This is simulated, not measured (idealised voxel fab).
process module | voxel wiring stack
cross-section cut | 260 nm wide | cells 5 nm
A cross-section is a grid of square cells, given in bands from the top down. A band is one or more rows of cells.
Each band's line starts with the height of the band's top and of its bottom, in nm. Then come its materials from left to right, each with its width in nm. One material with "throughout" fills the band from edge to edge. "air" is empty space.
Height 0 is the level under which the wafer as received is all one material. The lowest band goes on downwards, as in "0 down".
A width such as "30 to 40" changes by the same amount from each row of cells to the next, from the band's top row to its bottom row.
"no change" after a step means that no cell of the cross-section changed.
closed voids: empty space of 8 cells or more with no open way to the top, each as width x height at its distance from the left edge, in nm
after a step's settings: what the simulator itself notes on the step
overlay nm, on a step with a mask: how far to the right of its planned place the mask lay; to the left if negative
plan
1 op RECEIVE | material Si
2 op CONFORMAL_DEP | material SiO2 | thk nm 10
3 op DIRECTIONAL_DEP | material TiN | thk nm 5
4 op DIRECTIONAL_DEP | material Ru | thk nm 25
5 op DIRECTIONAL_DEP | material aC | thk nm 10
6 op PATTERN | tone cover | mask id METAL_1 | material resist | width nm 20 | pitch nm 50 | thk nm 25 | overlay nm 0
7 op DIRECTIONAL_ETCH | etch materials aC | depth nm 10
8 op STRIP | etch materials resist
9 op DIRECTIONAL_ETCH | etch materials Ru | depth nm 25
10 op DIRECTIONAL_ETCH | etch materials TiN | depth nm 5
11 op STRIP | etch materials aC
12 op CONFORMAL_DEP | material SiN | thk nm 5
13 op FILL_DEP | material lowk | thk nm 10
14 op CMP | height nm 40
15 op CONFORMAL_DEP | material SiCN | thk nm 5
16 op DIRECTIONAL_DEP | material lowk | thk nm 25
17 op MASKED_ETCH | tone open | mask id METAL_2_HOLES | width nm 15 | pitch nm 50 | etch materials lowk | depth nm 25 | overlay nm 0
18 op PATTERN | tone open | mask id METAL_2 | material resist | width nm 20 | pitch nm 50 | thk nm 20 | overlay nm 0
19 op DIRECTIONAL_ETCH | etch materials lowk | depth nm 15
20 op DIRECTIONAL_ETCH | etch materials SiCN | depth nm 5
21 op STRIP | etch materials resist
22 op CONFORMAL_DEP | material TiN | thk nm 5
23 op FILL_DEP | material Ru | thk nm 5
24 op CMP | height nm 70
25 op CONFORMAL_DEP | material SiCN | thk nm 5
26 op DIRECTIONAL_DEP | material lowk | thk nm 35
27 op PATTERN | tone open | mask id METAL_3 | material resist | width nm 20 | pitch nm 50 | thk nm 20 | overlay nm 0
28 op DIRECTIONAL_ETCH | etch materials lowk | depth nm 20
29 op STRIP | etch materials resist
30 op MASKED_ETCH | tone open | mask id METAL_3_HOLES | width nm 15 | pitch nm 50 | etch materials lowk | depth nm 15 | overlay nm 0
31 op MASKED_ETCH | tone open | mask id METAL_3_HOLES | width nm 15 | pitch nm 50 | etch materials SiCN | depth nm 5 | overlay nm 0
32 op CONFORMAL_DEP | material TiN | thk nm 5
33 op FILL_DEP | material Cu | thk nm 5
34 op CMP | height nm 110
35 op CONFORMAL_DEP | material SiCN | thk nm 5
first wafer, as planned
as received, after step 1
  0 down: Si throughout
  closed voids: none
after step 2
  10 to 0: SiO2 throughout
  below 0: unchanged
after step 3
  15 to 10: TiN throughout
  below 10: unchanged
after step 4
  40 to 15: Ru throughout
  below 15: unchanged
after step 5
  50 to 40: aC throughout
  below 40: unchanged
after step 6
  75 to 50: air 45 | resist 20 | air 30 | resist 20 | air 30 | resist 20 | air 30 | resist 20 | air 45
  below 50: unchanged
after step 7
  65 to 50: air 45 | resist 20 | air 30 | resist 20 | air 30 | resist 20 | air 30 | resist 20 | air 45
  50 to 40: air 45 | aC 20 | air 30 | aC 20 | air 30 | aC 20 | air 30 | aC 20 | air 45
  below 40: unchanged
after step 8
  50 to 40: air 45 | aC 20 | air 30 | aC 20 | air 30 | aC 20 | air 30 | aC 20 | air 45
  below 40: unchanged
after step 9
  50 to 40: air 45 | aC 20 | air 30 | aC 20 | air 30 | aC 20 | air 30 | aC 20 | air 45
  40 to 15: air 45 | Ru 20 | air 30 | Ru 20 | air 30 | Ru 20 | air 30 | Ru 20 | air 45
  below 15: unchanged
after step 10
  50 to 40: air 45 | aC 20 | air 30 | aC 20 | air 30 | aC 20 | air 30 | aC 20 | air 45
  40 to 15: air 45 | Ru 20 | air 30 | Ru 20 | air 30 | Ru 20 | air 30 | Ru 20 | air 45
  15 to 10: air 45 | TiN 20 | air 30 | TiN 20 | air 30 | TiN 20 | air 30 | TiN 20 | air 45
  below 10: unchanged
after step 11
  40 to 15: air 45 | Ru 20 | air 30 | Ru 20 | air 30 | Ru 20 | air 30 | Ru 20 | air 45
  below 15: unchanged
after step 12
  45 to 40: air 40 | SiN 30 | air 20 | SiN 30 | air 20 | SiN 30 | air 20 | SiN 30 | air 40
  40 to 15: air 40 | SiN 5 | Ru 20 | SiN 5 | air 20 | SiN 5 | Ru 20 | SiN 5 | air 20 | SiN 5 | Ru 20 | SiN 5 | air 20 | SiN 5 | Ru 20 | SiN 5 | air 40
  15 to 10: SiN 45 | TiN 20 | SiN 30 | TiN 20 | SiN 30 | TiN 20 | SiN 30 | TiN 20 | SiN 45
  below 10: unchanged
after step 13
  55 to 45: lowk throughout
  45 to 40: lowk 40 | SiN 30 | lowk 20 | SiN 30 | lowk 20 | SiN 30 | lowk 20 | SiN 30 | lowk 40
  40 to 15: lowk 40 | SiN 5 | Ru 20 | SiN 5 | lowk 20 | SiN 5 | Ru 20 | SiN 5 | lowk 20 | SiN 5 | Ru 20 | SiN 5 | lowk 20 | SiN 5 | Ru 20 | SiN 5 | lowk 40
  below 15: unchanged
after step 14
  40 to 15: lowk 40 | SiN 5 | Ru 20 | SiN 5 | lowk 20 | SiN 5 | Ru 20 | SiN 5 | lowk 20 | SiN 5 | Ru 20 | SiN 5 | lowk 20 | SiN 5 | Ru 20 | SiN 5 | lowk 40
  below 15: unchanged
after step 15
  45 to 40: SiCN throughout
  below 40: unchanged
after step 16
  70 to 45: lowk throughout
  below 45: unchanged
after step 17
  70 to 45: lowk 45 | air 15 | lowk 35 | air 15 | lowk 35 | air 15 | lowk 35 | air 15 | lowk 50
  below 45: unchanged
after step 18
  90 to 70: resist 45 | air 20 | resist 30 | air 20 | resist 30 | air 20 | resist 30 | air 20 | resist 45
  below 70: unchanged
after step 19
  90 to 70: resist 45 | air 20 | resist 30 | air 20 | resist 30 | air 20 | resist 30 | air 20 | resist 45
  70 to 55: lowk 45 | air 20 | lowk 30 | air 20 | lowk 30 | air 20 | lowk 30 | air 20 | lowk 45
  below 55: unchanged
after step 20
  90 to 70: resist 45 | air 20 | resist 30 | air 20 | resist 30 | air 20 | resist 30 | air 20 | resist 45
  70 to 55: lowk 45 | air 20 | lowk 30 | air 20 | lowk 30 | air 20 | lowk 30 | air 20 | lowk 45
  55 to 45: lowk 45 | air 15 | lowk 35 | air 15 | lowk 35 | air 15 | lowk 35 | air 15 | lowk 50
  45 to 40: SiCN 45 | air 15 | SiCN 35 | air 15 | SiCN 35 | air 15 | SiCN 35 | air 15 | SiCN 50
  below 40: unchanged
after step 21
  70 to 55: lowk 45 | air 20 | lowk 30 | air 20 | lowk 30 | air 20 | lowk 30 | air 20 | lowk 45
  below 55: unchanged
after step 22
  75 to 70: TiN 50 | air 10 | TiN 40 | air 10 | TiN 40 | air 10 | TiN 40 | air 10 | TiN 50
  70 to 60: lowk 45 | TiN 5 | air 10 | TiN 5 | lowk 30 | TiN 5 | air 10 | TiN 5 | lowk 30 | TiN 5 | air 10 | TiN 5 | lowk 30 | TiN 5 | air 10 | TiN 5 | lowk 45
  60 to 55: lowk 45 | TiN 5 | air 5 | TiN 10 | lowk 30 | TiN 5 | air 5 | TiN 10 | lowk 30 | TiN 5 | air 5 | TiN 10 | lowk 30 | TiN 5 | air 5 | TiN 10 | lowk 45
  55 to 45: lowk 45 | TiN 5 | air 5 | TiN 5 | lowk 35 | TiN 5 | air 5 | TiN 5 | lowk 35 | TiN 5 | air 5 | TiN 5 | lowk 35 | TiN 5 | air 5 | TiN 5 | lowk 50
  45 to 40: SiCN 45 | TiN 15 | SiCN 35 | TiN 15 | SiCN 35 | TiN 15 | SiCN 35 | TiN 15 | SiCN 50
  below 40: unchanged
after step 23
  80 to 75: Ru throughout
  75 to 70: TiN 50 | Ru 10 | TiN 40 | Ru 10 | TiN 40 | Ru 10 | TiN 40 | Ru 10 | TiN 50
  70 to 60: lowk 45 | TiN 5 | Ru 10 | TiN 5 | lowk 30 | TiN 5 | Ru 10 | TiN 5 | lowk 30 | TiN 5 | Ru 10 | TiN 5 | lowk 30 | TiN 5 | Ru 10 | TiN 5 | lowk 45
  60 to 55: lowk 45 | TiN 5 | Ru 5 | TiN 10 | lowk 30 | TiN 5 | Ru 5 | TiN 10 | lowk 30 | TiN 5 | Ru 5 | TiN 10 | lowk 30 | TiN 5 | Ru 5 | TiN 10 | lowk 45
  55 to 45: lowk 45 | TiN 5 | Ru 5 | TiN 5 | lowk 35 | TiN 5 | Ru 5 | TiN 5 | lowk 35 | TiN 5 | Ru 5 | TiN 5 | lowk 35 | TiN 5 | Ru 5 | TiN 5 | lowk 50
  below 45: unchanged
after step 24
  70 to 60: lowk 45 | TiN 5 | Ru 10 | TiN 5 | lowk 30 | TiN 5 | Ru 10 | TiN 5 | lowk 30 | TiN 5 | Ru 10 | TiN 5 | lowk 30 | TiN 5 | Ru 10 | TiN 5 | lowk 45
  below 60: unchanged
after step 25
  75 to 70: SiCN throughout
  below 70: unchanged
after step 26
  110 to 75: lowk throughout
  below 75: unchanged
after step 27
  130 to 110: resist 45 | air 20 | resist 30 | air 20 | resist 30 | air 20 | resist 30 | air 20 | resist 45
  below 110: unchanged
after step 28
  130 to 110: resist 45 | air 20 | resist 30 | air 20 | resist 30 | air 20 | resist 30 | air 20 | resist 45
  110 to 90: lowk 45 | air 20 | lowk 30 | air 20 | lowk 30 | air 20 | lowk 30 | air 20 | lowk 45
  below 90: unchanged
after step 29
  110 to 90: lowk 45 | air 20 | lowk 30 | air 20 | lowk 30 | air 20 | lowk 30 | air 20 | lowk 45
  below 90: unchanged
after step 30
  110 to 90: lowk 45 | air 20 | lowk 30 | air 20 | lowk 30 | air 20 | lowk 30 | air 20 | lowk 45
  90 to 75: lowk 45 | air 15 | lowk 35 | air 15 | lowk 35 | air 15 | lowk 35 | air 15 | lowk 50
  below 75: unchanged
after step 31
  110 to 90: lowk 45 | air 20 | lowk 30 | air 20 | lowk 30 | air 20 | lowk 30 | air 20 | lowk 45
  90 to 75: lowk 45 | air 15 | lowk 35 | air 15 | lowk 35 | air 15 | lowk 35 | air 15 | lowk 50
  75 to 70: SiCN 45 | air 15 | SiCN 35 | air 15 | SiCN 35 | air 15 | SiCN 35 | air 15 | SiCN 50
  below 70: unchanged
after step 32
  115 to 110: TiN 50 | air 10 | TiN 40 | air 10 | TiN 40 | air 10 | TiN 40 | air 10 | TiN 50
  110 to 95: lowk 45 | TiN 5 | air 10 | TiN 5 | lowk 30 | TiN 5 | air 10 | TiN 5 | lowk 30 | TiN 5 | air 10 | TiN 5 | lowk 30 | TiN 5 | air 10 | TiN 5 | lowk 45
  95 to 90: lowk 45 | TiN 5 | air 5 | TiN 10 | lowk 30 | TiN 5 | air 5 | TiN 10 | lowk 30 | TiN 5 | air 5 | TiN 10 | lowk 30 | TiN 5 | air 5 | TiN 10 | lowk 45
  90 to 75: lowk 45 | TiN 5 | air 5 | TiN 5 | lowk 35 | TiN 5 | air 5 | TiN 5 | lowk 35 | TiN 5 | air 5 | TiN 5 | lowk 35 | TiN 5 | air 5 | TiN 5 | lowk 50
  75 to 70: SiCN 45 | TiN 15 | SiCN 35 | TiN 15 | SiCN 35 | TiN 15 | SiCN 35 | TiN 15 | SiCN 50
  below 70: unchanged
after step 33
  120 to 115: Cu throughout
  115 to 110: TiN 50 | Cu 10 | TiN 40 | Cu 10 | TiN 40 | Cu 10 | TiN 40 | Cu 10 | TiN 50
  110 to 95: lowk 45 | TiN 5 | Cu 10 | TiN 5 | lowk 30 | TiN 5 | Cu 10 | TiN 5 | lowk 30 | TiN 5 | Cu 10 | TiN 5 | lowk 30 | TiN 5 | Cu 10 | TiN 5 | lowk 45
  95 to 90: lowk 45 | TiN 5 | Cu 5 | TiN 10 | lowk 30 | TiN 5 | Cu 5 | TiN 10 | lowk 30 | TiN 5 | Cu 5 | TiN 10 | lowk 30 | TiN 5 | Cu 5 | TiN 10 | lowk 45
  90 to 75: lowk 45 | TiN 5 | Cu 5 | TiN 5 | lowk 35 | TiN 5 | Cu 5 | TiN 5 | lowk 35 | TiN 5 | Cu 5 | TiN 5 | lowk 35 | TiN 5 | Cu 5 | TiN 5 | lowk 50
  below 75: unchanged
after step 34
  110 to 95: lowk 45 | TiN 5 | Cu 10 | TiN 5 | lowk 30 | TiN 5 | Cu 10 | TiN 5 | lowk 30 | TiN 5 | Cu 10 | TiN 5 | lowk 30 | TiN 5 | Cu 10 | TiN 5 | lowk 45
  below 95: unchanged
after step 35
  115 to 110: SiCN throughout
  below 110: unchanged
second wafer: like start, like plan, one mistake. Through step 13 it matches the first wafer
when step 14 should have ended: no change
when step 15 should have ended
  60 to 55: SiCN throughout
  below 55: unchanged
when step 16 should have ended
  85 to 60: lowk throughout
  below 60: unchanged
when step 17 should have ended
  85 to 60: lowk 45 | air 15 | lowk 35 | air 15 | lowk 35 | air 15 | lowk 35 | air 15 | lowk 50
  below 60: unchanged
when step 18 should have ended
  105 to 85: resist 45 | air 20 | resist 30 | air 20 | resist 30 | air 20 | resist 30 | air 20 | resist 45
  below 85: unchanged
when step 19 should have ended
  105 to 85: resist 45 | air 20 | resist 30 | air 20 | resist 30 | air 20 | resist 30 | air 20 | resist 45
  85 to 70: lowk 45 | air 20 | lowk 30 | air 20 | lowk 30 | air 20 | lowk 30 | air 20 | lowk 45
  below 70: unchanged
when step 20 should have ended
  105 to 85: resist 45 | air 20 | resist 30 | air 20 | resist 30 | air 20 | resist 30 | air 20 | resist 45
  85 to 70: lowk 45 | air 20 | lowk 30 | air 20 | lowk 30 | air 20 | lowk 30 | air 20 | lowk 45
  70 to 60: lowk 45 | air 15 | lowk 35 | air 15 | lowk 35 | air 15 | lowk 35 | air 15 | lowk 50
  60 to 55: SiCN 45 | air 15 | SiCN 35 | air 15 | SiCN 35 | air 15 | SiCN 35 | air 15 | SiCN 50
  below 55: unchanged
when step 21 should have ended
  85 to 70: lowk 45 | air 20 | lowk 30 | air 20 | lowk 30 | air 20 | lowk 30 | air 20 | lowk 45
  below 70: unchanged
when step 22 should have ended
  90 to 85: TiN 50 | air 10 | TiN 40 | air 10 | TiN 40 | air 10 | TiN 40 | air 10 | TiN 50
  85 to 75: lowk 45 | TiN 5 | air 10 | TiN 5 | lowk 30 | TiN 5 | air 10 | TiN 5 | lowk 30 | TiN 5 | air 10 | TiN 5 | lowk 30 | TiN 5 | air 10 | TiN 5 | lowk 45
  75 to 70: lowk 45 | TiN 5 | air 5 | TiN 10 | lowk 30 | TiN 5 | air 5 | TiN 10 | lowk 30 | TiN 5 | air 5 | TiN 10 | lowk 30 | TiN 5 | air 5 | TiN 10 | lowk 45
  70 to 60: lowk 45 | TiN 5 | air 5 | TiN 5 | lowk 35 | TiN 5 | air 5 | TiN 5 | lowk 35 | TiN 5 | air 5 | TiN 5 | lowk 35 | TiN 5 | air 5 | TiN 5 | lowk 50
  60 to 55: SiCN 45 | TiN 15 | SiCN 35 | TiN 15 | SiCN 35 | TiN 15 | SiCN 35 | TiN 15 | SiCN 50
  below 55: unchanged
when step 23 should have ended
  95 to 90: Ru throughout
  90 to 85: TiN 50 | Ru 10 | TiN 40 | Ru 10 | TiN 40 | Ru 10 | TiN 40 | Ru 10 | TiN 50
  85 to 75: lowk 45 | TiN 5 | Ru 10 | TiN 5 | lowk 30 | TiN 5 | Ru 10 | TiN 5 | lowk 30 | TiN 5 | Ru 10 | TiN 5 | lowk 30 | TiN 5 | Ru 10 | TiN 5 | lowk 45
  75 to 70: lowk 45 | TiN 5 | Ru 5 | TiN 10 | lowk 30 | TiN 5 | Ru 5 | TiN 10 | lowk 30 | TiN 5 | Ru 5 | TiN 10 | lowk 30 | TiN 5 | Ru 5 | TiN 10 | lowk 45
  70 to 60: lowk 45 | TiN 5 | Ru 5 | TiN 5 | lowk 35 | TiN 5 | Ru 5 | TiN 5 | lowk 35 | TiN 5 | Ru 5 | TiN 5 | lowk 35 | TiN 5 | Ru 5 | TiN 5 | lowk 50
  below 60: unchanged
when step 24 should have ended
  70 to 60: lowk 45 | TiN 5 | Ru 5 | TiN 5 | lowk 35 | TiN 5 | Ru 5 | TiN 5 | lowk 35 | TiN 5 | Ru 5 | TiN 5 | lowk 35 | TiN 5 | Ru 5 | TiN 5 | lowk 50
  below 60: unchanged
when step 25 should have ended
  75 to 70: SiCN throughout
  below 70: unchanged
when step 26 should have ended
  110 to 75: lowk throughout
  below 75: unchanged
when step 27 should have ended
  130 to 110: resist 45 | air 20 | resist 30 | air 20 | resist 30 | air 20 | resist 30 | air 20 | resist 45
  below 110: unchanged
when step 28 should have ended
  130 to 110: resist 45 | air 20 | resist 30 | air 20 | resist 30 | air 20 | resist 30 | air 20 | resist 45
  110 to 90: lowk 45 | air 20 | lowk 30 | air 20 | lowk 30 | air 20 | lowk 30 | air 20 | lowk 45
  below 90: unchanged
when step 29 should have ended
  110 to 90: lowk 45 | air 20 | lowk 30 | air 20 | lowk 30 | air 20 | lowk 30 | air 20 | lowk 45
  below 90: unchanged
when step 30 should have ended
  110 to 90: lowk 45 | air 20 | lowk 30 | air 20 | lowk 30 | air 20 | lowk 30 | air 20 | lowk 45
  90 to 75: lowk 45 | air 15 | lowk 35 | air 15 | lowk 35 | air 15 | lowk 35 | air 15 | lowk 50
  below 75: unchanged
when step 31 should have ended
  110 to 90: lowk 45 | air 20 | lowk 30 | air 20 | lowk 30 | air 20 | lowk 30 | air 20 | lowk 45
  90 to 75: lowk 45 | air 15 | lowk 35 | air 15 | lowk 35 | air 15 | lowk 35 | air 15 | lowk 50
  75 to 70: SiCN 45 | air 15 | SiCN 35 | air 15 | SiCN 35 | air 15 | SiCN 35 | air 15 | SiCN 50
  below 70: unchanged
when step 32 should have ended
  115 to 110: TiN 50 | air 10 | TiN 40 | air 10 | TiN 40 | air 10 | TiN 40 | air 10 | TiN 50
  110 to 95: lowk 45 | TiN 5 | air 10 | TiN 5 | lowk 30 | TiN 5 | air 10 | TiN 5 | lowk 30 | TiN 5 | air 10 | TiN 5 | lowk 30 | TiN 5 | air 10 | TiN 5 | lowk 45
  95 to 90: lowk 45 | TiN 5 | air 5 | TiN 10 | lowk 30 | TiN 5 | air 5 | TiN 10 | lowk 30 | TiN 5 | air 5 | TiN 10 | lowk 30 | TiN 5 | air 5 | TiN 10 | lowk 45
  90 to 75: lowk 45 | TiN 5 | air 5 | TiN 5 | lowk 35 | TiN 5 | air 5 | TiN 5 | lowk 35 | TiN 5 | air 5 | TiN 5 | lowk 35 | TiN 5 | air 5 | TiN 5 | lowk 50
  75 to 70: SiCN 45 | TiN 15 | SiCN 35 | TiN 15 | SiCN 35 | TiN 15 | SiCN 35 | TiN 15 | SiCN 50
  below 70: unchanged
when step 33 should have ended
  120 to 115: Cu throughout
  115 to 110: TiN 50 | Cu 10 | TiN 40 | Cu 10 | TiN 40 | Cu 10 | TiN 40 | Cu 10 | TiN 50
  110 to 95: lowk 45 | TiN 5 | Cu 10 | TiN 5 | lowk 30 | TiN 5 | Cu 10 | TiN 5 | lowk 30 | TiN 5 | Cu 10 | TiN 5 | lowk 30 | TiN 5 | Cu 10 | TiN 5 | lowk 45
  95 to 90: lowk 45 | TiN 5 | Cu 5 | TiN 10 | lowk 30 | TiN 5 | Cu 5 | TiN 10 | lowk 30 | TiN 5 | Cu 5 | TiN 10 | lowk 30 | TiN 5 | Cu 5 | TiN 10 | lowk 45
  90 to 75: lowk 45 | TiN 5 | Cu 5 | TiN 5 | lowk 35 | TiN 5 | Cu 5 | TiN 5 | lowk 35 | TiN 5 | Cu 5 | TiN 5 | lowk 35 | TiN 5 | Cu 5 | TiN 5 | lowk 50
  below 75: unchanged
when step 34 should have ended
  110 to 95: lowk 45 | TiN 5 | Cu 10 | TiN 5 | lowk 30 | TiN 5 | Cu 10 | TiN 5 | lowk 30 | TiN 5 | Cu 10 | TiN 5 | lowk 30 | TiN 5 | Cu 10 | TiN 5 | lowk 45
  below 95: unchanged
when step 35 should have ended
  115 to 110: SiCN throughout
  below 110: unchanged
what went wrong: step 14 was left out
at the end the second wafer has, in cells: 20 fewer of Ru | 24 more of SiN | 28 fewer of TiN | 24 more of lowk
